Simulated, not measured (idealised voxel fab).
Title: Process Module voxel gate over fins
Xsec cut, 200 nm wide, square cell size 5 nm.
Each cross-section below is a grid of square cells, stated as bands in top-down order, with one or more rows of cells making up each band.
Per band: top height and bottom height in nm, followed by the left-to-right materials and their widths in nm; "full width" marks a single material spanning edge to edge, "blank" marks empty space.
The level at which height equals 0 is the one under which the wafer, as it arrives, is entirely one material. No lower edge exists for the bottom band, which continues downward and is notated as in "0 nm and below".
Per-row width for "30..40": begins at first number (top row of band), ends at second number (bottom row), increment between rows held constant.
"no alteration" means the step left every cell of the cross-section as it was.
"Voids, fully enclosed" specifies each empty space that is not open to the top and that occupies no fewer than 8 cells, using the form width x height at distance, the distance measured from the left edge and all three quantities in nm.
after a step's settings: what the simulator itself notes on the step
overlay nm: mask right of planned place by this much (step with mask). Neg. = left.
Process steps - plan:
- 1: RECEIVE, material Si
- 2: CONFORMAL_DEP, material SiN, thk nm 5
- 3: PATTERN, tone cover, mask id FINS, material resist, width nm 15, pitch nm 50, thk nm 15, overlay nm 0
- 4: DIRECTIONAL_ETCH, etch materials SiN, depth nm 5
- 5: DIRECTIONAL_ETCH, etch materials Si, depth nm 30
- 6: STRIP, etch materials resist
- 7: FILL_DEP, material SiO2, thk nm 15
- 8: CMP, height nm 5
- 9: MASKED_ETCH, tone open, mask id RAIL, width nm 15, etch materials SiO2, depth nm 30, overlay nm 0
- 10: CONFORMAL_DEP, material TiN, thk nm 5
- 11: FILL_DEP, material W, thk nm 5
- 12: CMP, height nm 5
- 13: SELECTIVE_ETCH, etch materials W Ru TiN, depth nm 25
- 14: FILL_DEP, material SiO2, thk nm 5
- 15: CMP, height nm 5
- 16: SELECTIVE_ETCH, etch materials SiO2, depth nm 15
- 17: STRIP, etch materials SiN
- 18: CONFORMAL_DEP, material HfO2, thk nm 5
- 19: CONFORMAL_DEP, material TiN, thk nm 5
- 20: FILL_DEP, material W, thk nm 15
- 21: CMP, height nm 20
- 22: CONFORMAL_DEP, material SiN, thk nm 5
First out of two wafers; run went to plan:
Cross-sectional view of the wafer in its as-received condition, corresponding to the state after step 1:
    0 nm and below = Si full width
    Voids, fully enclosed: none
Once step 2 is through, the wafer looks like this in cross-section:
    5 nm to 0 nm = SiN full width
    Heights below 0 show no change.
Once step 3 is through, the wafer looks like this in cross-section:
    20 nm to 5 nm = blank: 15 / resist: 15 / blank: 35 / resist: 15 / blank: 35 / resist: 15 / blank: 35 / resist: 15 / blank: 20
    Heights below 5 show no change.
Once step 4 is through, the wafer looks like this in cross-section:
    20 nm to 5 nm = blank: 15 / resist: 15 / blank: 35 / resist: 15 / blank: 35 / resist: 15 / blank: 35 / resist: 15 / blank: 20
    5 nm to 0 nm = blank: 15 / SiN: 15 / blank: 35 / SiN: 15 / blank: 35 / SiN: 15 / blank: 35 / SiN: 15 / blank: 20
    Heights below 0 show no change.
Once step 5 is through, the wafer looks like this in cross-section:
    20 nm to 5 nm = blank: 15 / resist: 15 / blank: 35 / resist: 15 / blank: 35 / resist: 15 / blank: 35 / resist: 15 / blank: 20
    5 nm to 0 nm = blank: 15 / SiN: 15 / blank: 35 / SiN: 15 / blank: 35 / SiN: 15 / blank: 35 / SiN: 15 / blank: 20
    0 nm to -30 nm = blank: 15 / Si: 15 / blank: 35 / Si: 15 / blank: 35 / Si: 15 / blank: 35 / Si: 15 / blank: 20
    Heights below -30 show no change.
Once step 6 is through, the wafer looks like this in cross-section:
    5 nm to 0 nm = blank: 15 / SiN: 15 / blank: 35 / SiN: 15 / blank: 35 / SiN: 15 / blank: 35 / SiN: 15 / blank: 20
    Heights below 0 show no change.
Once step 7 is through, the wafer looks like this in cross-section:
    20 nm to 5 nm = SiO2 full width
    5 nm to 0 nm = SiO2: 15 / SiN: 15 / SiO2: 35 / SiN: 15 / SiO2: 35 / SiN: 15 / SiO2: 35 / SiN: 15 / SiO2: 20
    0 nm to -30 nm = SiO2: 15 / Si: 15 / SiO2: 35 / Si: 15 / SiO2: 35 / Si: 15 / SiO2: 35 / Si: 15 / SiO2: 20
    Heights below -30 show no change.
Once step 8 is through, the wafer looks like this in cross-section:
    5 nm to 0 nm = SiO2: 15 / SiN: 15 / SiO2: 35 / SiN: 15 / SiO2: 35 / SiN: 15 / SiO2: 35 / SiN: 15 / SiO2: 20
    Heights below 0 show no change.
Once step 9 is through, the wafer looks like this in cross-section:
    5 nm to 0 nm = SiO2: 15 / SiN: 15 / SiO2: 10 / blank: 15 / SiO2: 10 / SiN: 15 / SiO2: 35 / SiN: 15 / SiO2: 35 / SiN: 15 / SiO2: 20
    0 nm to -25 nm = SiO2: 15 / Si: 15 / SiO2: 10 / blank: 15 / SiO2: 10 / Si: 15 / SiO2: 35 / Si: 15 / SiO2: 35 / Si: 15 / SiO2: 20
    Heights below -25 show no change.
Once step 10 is through, the wafer looks like this in cross-section:
    10 nm to 5 nm = TiN: 45 / blank: 5 / TiN: 150
    5 nm to 0 nm = SiO2: 15 / SiN: 15 / SiO2: 10 / TiN: 5 / blank: 5 / TiN: 5 / SiO2: 10 / SiN: 15 / SiO2: 35 / SiN: 15 / SiO2: 35 / SiN: 15 / SiO2: 20
    0 nm to -20 nm = SiO2: 15 / Si: 15 / SiO2: 10 / TiN: 5 / blank: 5 / TiN: 5 / SiO2: 10 / Si: 15 / SiO2: 35 / Si: 15 / SiO2: 35 / Si: 15 / SiO2: 20
    -20 nm to -25 nm = SiO2: 15 / Si: 15 / SiO2: 10 / TiN: 15 / SiO2: 10 / Si: 15 / SiO2: 35 / Si: 15 / SiO2: 35 / Si: 15 / SiO2: 20
    Heights below -25 show no change.
Once step 11 is through, the wafer looks like this in cross-section:
    15 nm to 10 nm = W full width
    10 nm to 5 nm = TiN: 45 / W: 5 / TiN: 150
    5 nm to 0 nm = SiO2: 15 / SiN: 15 / SiO2: 10 / TiN: 5 / W: 5 / TiN: 5 / SiO2: 10 / SiN: 15 / SiO2: 35 / SiN: 15 / SiO2: 35 / SiN: 15 / SiO2: 20
    0 nm to -20 nm = SiO2: 15 / Si: 15 / SiO2: 10 / TiN: 5 / W: 5 / TiN: 5 / SiO2: 10 / Si: 15 / SiO2: 35 / Si: 15 / SiO2: 35 / Si: 15 / SiO2: 20
    Heights below -20 show no change.
Once step 12 is through, the wafer looks like this in cross-section:
    5 nm to 0 nm = SiO2: 15 / SiN: 15 / SiO2: 10 / TiN: 5 / W: 5 / TiN: 5 / SiO2: 10 / SiN: 15 / SiO2: 35 / SiN: 15 / SiO2: 35 / SiN: 15 / SiO2: 20
    Heights below 0 show no change.
Once step 13 is through, the wafer looks like this in cross-section:
    5 nm to 0 nm = SiO2: 15 / SiN: 15 / SiO2: 10 / blank: 15 / SiO2: 10 / SiN: 15 / SiO2: 35 / SiN: 15 / SiO2: 35 / SiN: 15 / SiO2: 20
    0 nm to -20 nm = SiO2: 15 / Si: 15 / SiO2: 10 / blank: 15 / SiO2: 10 / Si: 15 / SiO2: 35 / Si: 15 / SiO2: 35 / Si: 15 / SiO2: 20
    Heights below -20 show no change.
Once step 14 is through, the wafer looks like this in cross-section:
    10 nm to 5 nm = SiO2 full width
    5 nm to 0 nm = SiO2: 15 / SiN: 15 / SiO2: 35 / SiN: 15 / SiO2: 35 / SiN: 15 / SiO2: 35 / SiN: 15 / SiO2: 20
    0 nm to -20 nm = SiO2: 15 / Si: 15 / SiO2: 35 / Si: 15 / SiO2: 35 / Si: 15 / SiO2: 35 / Si: 15 / SiO2: 20
    Heights below -20 show no change.
Once step 15 is through, the wafer looks like this in cross-section:
    5 nm to 0 nm = SiO2: 15 / SiN: 15 / SiO2: 35 / SiN: 15 / SiO2: 35 / SiN: 15 / SiO2: 35 / SiN: 15 / SiO2: 20
    Heights below 0 show no change.
Once step 16 is through, the wafer looks like this in cross-section:
    5 nm to 0 nm = blank: 15 / SiN: 15 / blank: 35 / SiN: 15 / blank: 35 / SiN: 15 / blank: 35 / SiN: 15 / blank: 20
    0 nm to -10 nm = blank: 15 / Si: 15 / blank: 35 / Si: 15 / blank: 35 / Si: 15 / blank: 35 / Si: 15 / blank: 20
    Heights below -10 show no change.
Once step 17 is through, the wafer looks like this in cross-section:
    0 nm to -10 nm = blank: 15 / Si: 15 / blank: 35 / Si: 15 / blank: 35 / Si: 15 / blank: 35 / Si: 15 / blank: 20
    Heights below -10 show no change.
Once step 18 is through, the wafer looks like this in cross-section:
    5 nm to 0 nm = blank: 10 / HfO2: 25 / blank: 25 / HfO2: 25 / blank: 25 / HfO2: 25 / blank: 25 / HfO2: 25 / blank: 15
    0 nm to -5 nm = blank: 10 / HfO2: 5 / Si: 15 / HfO2: 5 / blank: 25 / HfO2: 5 / Si: 15 / HfO2: 5 / blank: 25 / HfO2: 5 / Si: 15 / HfO2: 5 / blank: 25 / HfO2: 5 / Si: 15 / HfO2: 5 / blank: 15
    -5 nm to -10 nm = HfO2: 15 / Si: 15 / HfO2: 35 / Si: 15 / HfO2: 35 / Si: 15 / HfO2: 35 / Si: 15 / HfO2: 20
    Heights below -10 show no change.
Once step 19 is through, the wafer looks like this in cross-section:
    10 nm to 5 nm = blank: 5 / TiN: 35 / blank: 15 / TiN: 35 / blank: 15 / TiN: 35 / blank: 15 / TiN: 35 / blank: 10
    5 nm to 0 nm = blank: 5 / TiN: 5 / HfO2: 25 / TiN: 5 / blank: 15 / TiN: 5 / HfO2: 25 / TiN: 5 / blank: 15 / TiN: 5 / HfO2: 25 / TiN: 5 / blank: 15 / TiN: 5 / HfO2: 25 / TiN: 5 / blank: 10
    0 nm to -5 nm = TiN: 10 / HfO2: 5 / Si: 15 / HfO2: 5 / TiN: 25 / HfO2: 5 / Si: 15 / HfO2: 5 / TiN: 25 / HfO2: 5 / Si: 15 / HfO2: 5 / TiN: 25 / HfO2: 5 / Si: 15 / HfO2: 5 / TiN: 15
    Heights below -5 show no change.
Once step 20 is through, the wafer looks like this in cross-section:
    25 nm to 10 nm = W full width
    10 nm to 5 nm = W: 5 / TiN: 35 / W: 15 / TiN: 35 / W: 15 / TiN: 35 / W: 15 / TiN: 35 / W: 10
    5 nm to 0 nm = W: 5 / TiN: 5 / HfO2: 25 / TiN: 5 / W: 15 / TiN: 5 / HfO2: 25 / TiN: 5 / W: 15 / TiN: 5 / HfO2: 25 / TiN: 5 / W: 15 / TiN: 5 / HfO2: 25 / TiN: 5 / W: 10
    Heights below 0 show no change.
Once step 21 is through, the wafer looks like this in cross-section:
    20 nm to 10 nm = W full width
    Heights below 10 show no change.
Once step 22 is through, the wafer looks like this in cross-section:
    25 nm to 20 nm = SiN full width
    Heights below 20 show no change.
Okay, second wafer. Nothing different at the start, nothing different in the plan, just one mistake somewhere in the running. As far as step 8, counting that step, it's the first wafer all over again:
Cross-section: second wafer, time at which step 9 was scheduled to end:
    5 nm to 0 nm = SiO2: 15 / SiN: 15 / SiO2: 15 / blank: 15 / SiO2: 5 / SiN: 15 / SiO2: 35 / SiN: 15 / SiO2: 35 / SiN: 15 / SiO2: 20
    0 nm to -25 nm = SiO2: 15 / Si: 15 / SiO2: 15 / blank: 15 / SiO2: 5 / Si: 15 / SiO2: 35 / Si: 15 / SiO2: 35 / Si: 15 / SiO2: 20
    Heights below -25 show no change.
Cross-section: second wafer, time at which step 10 was scheduled to end:
    10 nm to 5 nm = TiN: 50 / blank: 5 / TiN: 145
    5 nm to 0 nm = SiO2: 15 / SiN: 15 / SiO2: 15 / TiN: 5 / blank: 5 / TiN: 5 / SiO2: 5 / SiN: 15 / SiO2: 35 / SiN: 15 / SiO2: 35 / SiN: 15 / SiO2: 20
    0 nm to -20 nm = SiO2: 15 / Si: 15 / SiO2: 15 / TiN: 5 / blank: 5 / TiN: 5 / SiO2: 5 / Si: 15 / SiO2: 35 / Si: 15 / SiO2: 35 / Si: 15 / SiO2: 20
    -20 nm to -25 nm = SiO2: 15 / Si: 15 / SiO2: 15 / TiN: 15 / SiO2: 5 / Si: 15 / SiO2: 35 / Si: 15 / SiO2: 35 / Si: 15 / SiO2: 20
    Heights below -25 show no change.
Cross-section: second wafer, time at which step 11 was scheduled to end:
    15 nm to 10 nm = W full width
    10 nm to 5 nm = TiN: 50 / W: 5 / TiN: 145
    5 nm to 0 nm = SiO2: 15 / SiN: 15 / SiO2: 15 / TiN: 5 / W: 5 / TiN: 5 / SiO2: 5 / SiN: 15 / SiO2: 35 / SiN: 15 / SiO2: 35 / SiN: 15 / SiO2: 20
    0 nm to -20 nm = SiO2: 15 / Si: 15 / SiO2: 15 / TiN: 5 / W: 5 / TiN: 5 / SiO2: 5 / Si: 15 / SiO2: 35 / Si: 15 / SiO2: 35 / Si: 15 / SiO2: 20
    Heights below -20 show no change.
Cross-section: second wafer, time at which step 12 was scheduled to end:
    5 nm to 0 nm = SiO2: 15 / SiN: 15 / SiO2: 15 / TiN: 5 / W: 5 / TiN: 5 / SiO2: 5 / SiN: 15 / SiO2: 35 / SiN: 15 / SiO2: 35 / SiN: 15 / SiO2: 20
    Heights below 0 show no change.
Cross-section: second wafer, time at which step 13 was scheduled to end:
    5 nm to 0 nm = SiO2: 15 / SiN: 15 / SiO2: 15 / blank: 15 / SiO2: 5 / SiN: 15 / SiO2: 35 / SiN: 15 / SiO2: 35 / SiN: 15 / SiO2: 20
    0 nm to -20 nm = SiO2: 15 / Si: 15 / SiO2: 15 / blank: 15 / SiO2: 5 / Si: 15 / SiO2: 35 / Si: 15 / SiO2: 35 / Si: 15 / SiO2: 20
    Heights below -20 show no change.
Cross-section: second wafer, time at which step 14 was scheduled to end:
    10 nm to 5 nm = SiO2 full width
    5 nm to 0 nm = SiO2: 15 / SiN: 15 / SiO2: 35 / SiN: 15 / SiO2: 35 / SiN: 15 / SiO2: 35 / SiN: 15 / SiO2: 20
    0 nm to -20 nm = SiO2: 15 / Si: 15 / SiO2: 35 / Si: 15 / SiO2: 35 / Si: 15 / SiO2: 35 / Si: 15 / SiO2: 20
    Heights below -20 show no change.
Cross-section: second wafer, time at which step 15 was scheduled to end:
    5 nm to 0 nm = SiO2: 15 / SiN: 15 / SiO2: 35 / SiN: 15 / SiO2: 35 / SiN: 15 / SiO2: 35 / SiN: 15 / SiO2: 20
    Heights below 0 show no change.
Cross-section: second wafer, time at which step 16 was scheduled to end:
    5 nm to 0 nm = blank: 15 / SiN: 15 / blank: 35 / SiN: 15 / blank: 35 / SiN: 15 / blank: 35 / SiN: 15 / blank: 20
    0 nm to -10 nm = blank: 15 / Si: 15 / blank: 35 / Si: 15 / blank: 35 / Si: 15 / blank: 35 / Si: 15 / blank: 20
    Heights below -10 show no change.
Cross-section: second wafer, time at which step 17 was scheduled to end:
    0 nm to -10 nm = blank: 15 / Si: 15 / blank: 35 / Si: 15 / blank: 35 / Si: 15 / blank: 35 / Si: 15 / blank: 20
    Heights below -10 show no change.
Cross-section: second wafer, time at which step 18 was scheduled to end:
    5 nm to 0 nm = blank: 10 / HfO2: 25 / blank: 25 / HfO2: 25 / blank: 25 / HfO2: 25 / blank: 25 / HfO2: 25 / blank: 15
    0 nm to -5 nm = blank: 10 / HfO2: 5 / Si: 15 / HfO2: 5 / blank: 25 / HfO2: 5 / Si: 15 / HfO2: 5 / blank: 25 / HfO2: 5 / Si: 15 / HfO2: 5 / blank: 25 / HfO2: 5 / Si: 15 / HfO2: 5 / blank: 15
    -5 nm to -10 nm = HfO2: 15 / Si: 15 / HfO2: 35 / Si: 15 / HfO2: 35 / Si: 15 / HfO2: 35 / Si: 15 / HfO2: 20
    Heights below -10 show no change.
Cross-section: second wafer, time at which step 19 was scheduled to end:
    10 nm to 5 nm = blank: 5 / TiN: 35 / blank: 15 / TiN: 35 / blank: 15 / TiN: 35 / blank: 15 / TiN: 35 / blank: 10
    5 nm to 0 nm = blank: 5 / TiN: 5 / HfO2: 25 / TiN: 5 / blank: 15 / TiN: 5 / HfO2: 25 / TiN: 5 / blank: 15 / TiN: 5 / HfO2: 25 / TiN: 5 / blank: 15 / TiN: 5 / HfO2: 25 / TiN: 5 / blank: 10
    0 nm to -5 nm = TiN: 10 / HfO2: 5 / Si: 15 / HfO2: 5 / TiN: 25 / HfO2: 5 / Si: 15 / HfO2: 5 / TiN: 25 / HfO2: 5 / Si: 15 / HfO2: 5 / TiN: 25 / HfO2: 5 / Si: 15 / HfO2: 5 / TiN: 15
    Heights below -5 show no change.
Cross-section: second wafer, time at which step 20 was scheduled to end:
    25 nm to 10 nm = W full width
    10 nm to 5 nm = W: 5 / TiN: 35 / W: 15 / TiN: 35 / W: 15 / TiN: 35 / W: 15 / TiN: 35 / W: 10
    5 nm to 0 nm = W: 5 / TiN: 5 / HfO2: 25 / TiN: 5 / W: 15 / TiN: 5 / HfO2: 25 / TiN: 5 / W: 15 / TiN: 5 / HfO2: 25 / TiN: 5 / W: 15 / TiN: 5 / HfO2: 25 / TiN: 5 / W: 10
    Heights below 0 show no change.
Cross-section: second wafer, time at which step 21 was scheduled to end:
    20 nm to 10 nm = W full width
    Heights below 10 show no change.
Cross-section: second wafer, time at which step 22 was scheduled to end:
    25 nm to 20 nm = SiN full width
    Heights below 20 show no change.
what went wrong: it should be noted that step 9 was executed with settings other than those planned, the operation and settings actually applied being MASKED_ETCH, tone open, mask id RAIL, width nm 15, etch materials SiO2, depth nm 30, overlay nm 5
So at the finish, the second wafer's got exactly as many cells of each material as the first, just not in the same spots.
